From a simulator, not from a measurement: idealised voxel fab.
process module | voxel spacer lines
cross-section cut | 260 nm wide | cells 5 nm
A cross-section is a grid of square cells, given in bands from the top down. A band is one or more rows of cells.
Each band's line starts with the height of the band's top and of its bottom, in nm. Then come its materials from left to right, each with its width in nm. One material with "throughout" fills the band from edge to edge. "air" is empty space.
Height 0 is the level under which the wafer as received is all one material. The lowest band goes on downwards, as in "0 down".
A width such as "30 to 40" changes by the same amount from each row of cells to the next, from the band's top row to its bottom row.
"no change" after a step means that no cell of the cross-section changed.
closed voids: empty space of 8 cells or more with no open way to the top, each as width x height at its distance from the left edge, in nm
after a step's settings: what the simulator itself notes on the step
overlay nm, on a step with a mask: how far to the right of its planned place the mask lay; to the left if negative
plan
1 op RECEIVE | material Si
2 op CONFORMAL_DEP | material Al2O3 | thk nm 10
3 op DIRECTIONAL_DEP | material polySi | thk nm 10
4 op DIRECTIONAL_DEP | material aC | thk nm 25
5 op PATTERN | tone cover | mask id MANDREL | material resist | width nm 25 | pitch nm 80 | thk nm 35 | overlay nm 0
6 op DIRECTIONAL_ETCH | etch materials aC | depth nm 25
7 op STRIP | etch materials resist
8 op CONFORMAL_DEP | material SiN | thk nm 15
9 op DIRECTIONAL_ETCH | etch materials SiN | depth nm 15
10 op STRIP | etch materials aC
11 op DIRECTIONAL_ETCH | etch materials polySi | depth nm 10
12 op STRIP | etch materials SiN
as received, after step 1
  0 down: Si throughout
  closed voids: none
a wafer at the end: this start, this plan, one mistake
  25 to 15: air 60 | polySi 15 | air 25 | polySi 15 | air 25 | polySi 15 | air 25 | polySi 15 | air 65
  15 to 10: polySi throughout
  10 to 0: Al2O3 throughout
  0 down: Si throughout
  closed voids: none
what went wrong: step 3 ran as: op DIRECTIONAL_DEP | material polySi | thk nm 15
